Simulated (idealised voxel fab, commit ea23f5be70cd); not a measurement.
The name of this process module is voxel gate over fins.
Square cells of 5 nm make up the cross-section cut, whose width is 170 nm.
Cross-section layout: square cells on a grid; listed as bands, top to bottom; a band spans one or more cell rows.
The band entry comprises the height of the band's top followed by the height of its bottom, expressed in nm, and subsequently the band's materials from left to right, each stated together with its width in nm. Where a single material is marked with the word "full width", that material fills the band from edge to edge. The word "blank" represents empty space.
Height is counted from the level 0, under which the received wafer is composed throughout of one material. The lowest of the bands is not closed at the bottom but continues downward, in the notation "0 -> down".
The two numbers in a width such as "30 to 40" mark its ends across the band: the first belongs to the top row of cells, the second to the bottom row, and from each row to the next the width moves by the same amount.
"stayed the same" -> step changed no cross-section cell.
In "Trapped cavities" the enclosed voids are listed, meaning empty spaces of 8 cells or larger without any opening to the top. The form is width x height at distance, distance from the left edge, units nm.
The remark found on a step's line after its settings is issued by the simulator itself and pertains to that step.
overlay nm: mask right of planned place by this much (step with mask). Neg. = left.
The process steps that were planned are listed below:
1: RECEIVE with material Si
2: CONFORMAL_DEP with material SiN, thk nm 5
3: DIRECTIONAL_DEP with material aC, thk nm 10
4: PATTERN with tone cover, mask id FINS, material resist, width nm 15, pitch nm 55, thk nm 30, overlay nm 0
5: DIRECTIONAL_ETCH with etch materials aC, depth nm 10
6: STRIP with etch materials resist
7: DIRECTIONAL_ETCH with etch materials SiN, depth nm 5
8: DIRECTIONAL_ETCH with etch materials Si, depth nm 30
9: STRIP with etch materials aC
10: OXIDIZE with depth nm 5
11: FILL_DEP with material SiO2, thk nm 5
12: CMP with height nm 5
13: MASKED_ETCH with tone open, mask id RAIL, width nm 15, etch materials SiO2, depth nm 30, overlay nm 0
14: CONFORMAL_DEP with material TiN, thk nm 5
15: FILL_DEP with material W, thk nm 5
16: CMP with height nm 5
17: SELECTIVE_ETCH with etch materials W Ru TiN, depth nm 25
18: FILL_DEP with material SiO2, thk nm 5
19: CMP with height nm 5
20: SELECTIVE_ETCH with etch materials SiO2, depth nm 20
21: STRIP with etch materials SiN
22: CONFORMAL_DEP with material HfO2, thk nm 5
23: CONFORMAL_DEP with material TiN, thk nm 5
24: FILL_DEP with material W, thk nm 15
25: CMP with height nm 20
26: CONFORMAL_DEP with material SiN, thk nm 10
as received, after step 1:
    0 -> down | Si full width
    Trapped cavities: none
Below is the wafer in cross-section after the module was completed. It began from the starting point shown above and followed the plan shown above, except that one mistake was made while running it:
    30 -> 20 | SiN full width
    20 -> 5 | W full width
    5 -> 0 | W (20) | TiN (15) | W (40) | TiN (15) | W (40) | TiN (15) | W (25)
    0 -> -10 | W (20) | TiN (5) | Si (5) | TiN (5) | W (40) | TiN (5) | Si (5) | TiN (5) | W (40) | TiN (5) | Si (5) | TiN (5) | W (25)
    -10 -> -15 | TiN (25) | Si (5) | TiN (50) | Si (5) | TiN (50) | Si (5) | TiN (30)
    -15 -> -20 | SiO2 (25) | Si (5) | SiO2 (50) | Si (5) | SiO2 (50) | Si (5) | SiO2 (30)
    -20 -> -25 | SiO2 (25) | Si (5) | SiO2 (15) | TiN (15) | SiO2 (20) | Si (5) | SiO2 (50) | Si (5) | SiO2 (30)
    -25 -> -35 | SiO2 (25) | Si (5) | SiO2 (50) | Si (5) | SiO2 (50) | Si (5) | SiO2 (30)
    -35 -> down | Si full width
    Trapped cavities: none
Want to know what went wrong? step 22 of the plan never got run, it was skipped over
